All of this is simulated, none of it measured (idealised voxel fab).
process module | voxel tone inversion
cross-section cut | 210 nm wide | cells 5 nm
A cross-section is a grid of square cells, given in bands from the top down. A band is one or more rows of cells.
Each band's line starts with the height of the band's top and of its bottom, in nm. Then come its materials from left to right, each with its width in nm. One material with "throughout" fills the band from edge to edge. "air" is empty space.
Height 0 is the level under which the wafer as received is all one material. The lowest band goes on downwards, as in "0 down".
A width such as "30 to 40" changes by the same amount from each row of cells to the next, from the band's top row to its bottom row.
"no change" after a step means that no cell of the cross-section changed.
closed voids: empty space of 8 cells or more with no open way to the top, each as width x height at its distance from the left edge, in nm
after a step's settings: what the simulator itself notes on the step
overlay nm, on a step with a mask: how far to the right of its planned place the mask lay; to the left if negative
plan
1 op RECEIVE | material Si
2 op CONFORMAL_DEP | material SiN | thk nm 10
3 op DIRECTIONAL_DEP | material aC | thk nm 25
4 op PATTERN | tone cover | mask id POSTS | material resist | width nm 20 | pitch nm 40 | thk nm 30 | overlay nm 0
5 op DIRECTIONAL_ETCH | etch materials aC | depth nm 25
6 op STRIP | etch materials resist
7 op FILL_DEP | material lowk | thk nm 10
8 op CMP | height nm 35
9 op STRIP | etch materials aC
10 op CONFORMAL_DEP | material TiN | thk nm 5
11 op FILL_DEP | material W | thk nm 5
12 op CMP | height nm 35
13 op CONFORMAL_DEP | material SiCN | thk nm 5
first wafer, as planned
as received, after step 1
  0 down: Si throughout
  closed voids: none
after step 2
  10 to 0: SiN throughout
  below 0: unchanged
after step 3
  35 to 10: aC throughout
  below 10: unchanged
after step 4
  65 to 35: air 75 | resist 20 | air 20 | resist 20 | air 75
  below 35: unchanged
after step 5
  40 to 35: air 75 | resist 20 | air 20 | resist 20 | air 75
  35 to 10: air 75 | aC 20 | air 20 | aC 20 | air 75
  below 10: unchanged
after step 6
  35 to 10: air 75 | aC 20 | air 20 | aC 20 | air 75
  below 10: unchanged
after step 7
  45 to 35: lowk throughout
  35 to 10: lowk 75 | aC 20 | lowk 20 | aC 20 | lowk 75
  below 10: unchanged
after step 8
  35 to 10: lowk 75 | aC 20 | lowk 20 | aC 20 | lowk 75
  below 10: unchanged
after step 9
  35 to 10: lowk 75 | air 20 | lowk 20 | air 20 | lowk 75
  below 10: unchanged
after step 10
  40 to 35: TiN 80 | air 10 | TiN 30 | air 10 | TiN 80
  35 to 15: lowk 75 | TiN 5 | air 10 | TiN 5 | lowk 20 | TiN 5 | air 10 | TiN 5 | lowk 75
  15 to 10: lowk 75 | TiN 20 | lowk 20 | TiN 20 | lowk 75
  below 10: unchanged
after step 11
  45 to 40: W throughout
  40 to 35: TiN 80 | W 10 | TiN 30 | W 10 | TiN 80
  35 to 15: lowk 75 | TiN 5 | W 10 | TiN 5 | lowk 20 | TiN 5 | W 10 | TiN 5 | lowk 75
  below 15: unchanged
after step 12
  35 to 15: lowk 75 | TiN 5 | W 10 | TiN 5 | lowk 20 | TiN 5 | W 10 | TiN 5 | lowk 75
  below 15: unchanged
after step 13
  40 to 35: SiCN throughout
  below 35: unchanged
second wafer: like start, like plan, one mistake. Through step 1 it matches the first wafer
when step 2 should have ended: no change
when step 3 should have ended
  25 to 0: aC throughout
  below 0: unchanged
when step 4 should have ended
  55 to 25: air 75 | resist 20 | air 20 | resist 20 | air 75
  below 25: unchanged
when step 5 should have ended
  30 to 25: air 75 | resist 20 | air 20 | resist 20 | air 75
  25 to 0: air 75 | aC 20 | air 20 | aC 20 | air 75
  below 0: unchanged
when step 6 should have ended
  25 to 0: air 75 | aC 20 | air 20 | aC 20 | air 75
  below 0: unchanged
when step 7 should have ended
  35 to 25: lowk throughout
  25 to 0: lowk 75 | aC 20 | lowk 20 | aC 20 | lowk 75
  below 0: unchanged
when step 8 should have ended: no change
when step 9 should have ended: no change
when step 10 should have ended
  40 to 35: TiN throughout
  below 35: unchanged
when step 11 should have ended
  45 to 40: W throughout
  below 40: unchanged
when step 12 should have ended
  35 to 25: lowk throughout
  below 25: unchanged
when step 13 should have ended
  40 to 35: SiCN throughout
  below 35: unchanged
what went wrong: step 2 was left out
at the end the second wafer has, in cells: 84 fewer of SiN | 24 fewer of TiN | 16 fewer of W | 40 more of aC | 84 more of lowk
